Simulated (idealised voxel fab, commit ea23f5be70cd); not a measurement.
Process module name: voxel self aligned contacts
Each square cell in cross-section cut measures 5 nm, and the section as a whole is 185 nm wide.
Throughout this document, each cross-section is represented as a grid of square cells and is presented as a sequence of bands enumerated from the top downward, where a band comprises one or more rows of cells. Band: top height; bottom height; in nm. Then, left to right: material with width in nm, for each material. "all across": a single material spanning edge to edge. "air": empty space. For the purposes of this specification, 0 denotes the height below which the wafer in its as-received condition is composed wholly of one material, and the lowermost band, lacking a lower limit, extends downward without end, as expressed in "top 0, no bottom". The width entry "30->40" should be interpreted row by row: the top row of cells in the band takes the first number, the bottom row takes the second number, and the change between adjacent rows is uniform throughout. The cross-section has no changed cell in any step marked "no modification". What "Enclosed void inventory" gives you is every empty space of 8 cells or more that is cut off from the top. Each appears as width x height at distance, with the distance taken from the left edge and width, height and distance all in nm. Post-settings text on a step line: simulator's own remark regarding the step. "overlay nm", when on a step's line for a step with a mask, measures how far to the right of its planned place the mask lay; a negative measure means to the left.
**Here's what the planned process steps look like**
1: RECEIVE | material Si
2: CONFORMAL_DEP | material SiO2 | thk nm 5
3: DIRECTIONAL_DEP | material polySi | thk nm 25
4: DIRECTIONAL_DEP | material SiN | thk nm 25
5: DIRECTIONAL_DEP | material aC | thk nm 15
6: PATTERN | tone cover | mask id GATE | material resist | width nm 30 | pitch nm 75 | thk nm 30 | overlay nm 0
7: DIRECTIONAL_ETCH | etch materials aC | depth nm 15
8: STRIP | etch materials resist
9: DIRECTIONAL_ETCH | etch materials SiN | depth nm 25
10: DIRECTIONAL_ETCH | etch materials polySi | depth nm 25
11: STRIP | etch materials aC
12: CONFORMAL_DEP | material SiN | thk nm 10
13: DIRECTIONAL_ETCH | etch materials SiN | depth nm 10
14: FILL_DEP | material SiO2 | thk nm 15
15: CMP | height nm 60
16: MASKED_ETCH | tone open | mask id CONTACT | width nm 55 | etch materials SiO2 | depth nm 60 | overlay nm 0
17: CONFORMAL_DEP | material TiN | thk nm 5
18: FILL_DEP | material Ru | thk nm 10
19: CMP | height nm 60
20: CONFORMAL_DEP | material SiCN | thk nm 5
**As-received wafer cross-section (after step 1)**
> top 0, no bottom: Si all across
> Enclosed void inventory: none
**Cross-section at module end, one run error; start and plan unchanged from above**
> top 65, bottom 60: SiCN all across
> top 60, bottom 55: SiO2 30, then SiN 50, then TiN 25, then SiN 50, then SiO2 30
> top 55, bottom 30: SiN all across
> top 30, bottom 5: polySi all across
> top 5, bottom 0: SiO2 all across
> top 0, no bottom: Si all across
> Enclosed void inventory: none
Short version of what went wrong: step 4 of the plan was performed twice
